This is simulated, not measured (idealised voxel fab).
voxel self aligned vias: a process module
FYI the section here is cut, 285 nm wide, cells are 5 nm squares.
Format of a cross-section: grid, square cells. Given as bands. Order: top down. Band: one or more rows of cells. Basically the band line says how high the top is and how high the bottom is, in nm, and then what's in it from left to right, every material with its width in nm. Empty space shows up as "blank", and if a single material carries "full width" it runs the full band edge to edge. Heights are reckoned from 0. Under this level, the received wafer is all of one material. The bottommost band is open-ended downward, for example "from 0 down". When a width is written as two numbers, as in "30..40", the first number is the width in the top row of cells of the band and the second is the width in its bottom row, and the width changes by the same amount from each row to the next. Basically "remained unchanged" means that step didn't change any cell in the cross-section. "Sealed cavities": sealed empty spaces, 8 cells or more, no open way to top, listed width x height at distance, with distance from the left edge and width, height and distance in nm. Anything after a step's settings on that line? It's the simulator's own note about the step. Steps that use a mask can have "overlay nm" on their line. It says how far the mask sat to the right of where it was meant to be. Negative means to the left.
PLAN
1: RECEIVE | material Si
2: CONFORMAL_DEP | material SiO2 | thk nm 10
3: CONFORMAL_DEP | material SiCN | thk nm 5
4: DIRECTIONAL_DEP | material lowk | thk nm 25
5: PATTERN | tone open | mask id LINES | material resist | width nm 25 | pitch nm 70 | thk nm 15 | overlay nm 0
6: DIRECTIONAL_ETCH | etch materials lowk | depth nm 25
7: STRIP | etch materials resist
8: CONFORMAL_DEP | material TiN | thk nm 5
9: FILL_DEP | material Ru | thk nm 10
10: CMP | height nm 40
11: SELECTIVE_ETCH | etch materials W Ru TiN | depth nm 5
12: FILL_DEP | material SiN | thk nm 10
13: CMP | height nm 40
14: DIRECTIONAL_DEP | material lowk | thk nm 20
15: DIRECTIONAL_DEP | material aC | thk nm 15
16: PATTERN | tone open | mask id VIAS | material resist | width nm 45 | pitch nm 70 | thk nm 30 | overlay nm 0
17: DIRECTIONAL_ETCH | etch materials aC | depth nm 15
18: STRIP | etch materials resist
19: DIRECTIONAL_ETCH | etch materials lowk | depth nm 20
20: DIRECTIONAL_ETCH | etch materials SiN | depth nm 5
21: STRIP | etch materials aC
22: CONFORMAL_DEP | material TiN | thk nm 5
23: FILL_DEP | material Cu | thk nm 10
24: CMP | height nm 60
25: CONFORMAL_DEP | material SiCN | thk nm 5
CROSS-SECTION OF THE INCOMING WAFER, STATE AFTER STEP 1
	from 0 down | Si full width
	Sealed cavities: none
STARTING STRUCTURE AND PROCESS PLAN ARE AS SHOWN ABOVE, BUT ONE MISTAKE WAS MADE IN RUNNING THE MODULE; THE WAFER CROSS-SECTION AT THE END OF THE MODULE FOLLOWS
	from 65 to 60 | SiCN full width
	from 60 to 45 | 85 lowk, then 5 TiN, then 35 Cu, then 5 TiN, then 25 lowk, then 5 TiN, then 35 Cu, then 5 TiN, then 85 lowk
	from 45 to 40 | 85 lowk, then 15 TiN, then 15 Cu, then 15 TiN, then 25 lowk, then 15 TiN, then 15 Cu, then 15 TiN, then 85 lowk
	from 40 to 35 | 95 lowk, then 25 TiN, then 45 lowk, then 25 TiN, then 95 lowk
	from 35 to 20 | 95 lowk, then 5 TiN, then 15 Ru, then 5 TiN, then 45 lowk, then 5 TiN, then 15 Ru, then 5 TiN, then 95 lowk
	from 20 to 15 | 95 lowk, then 25 TiN, then 45 lowk, then 25 TiN, then 95 lowk
	from 15 to 5 | SiO2 full width
	from 5 to 0 | SiCN full width
	from 0 down | Si full width
	Sealed cavities: none
what went wrong: a sequencing error occurred in which plan steps 2 and 3 were transposed
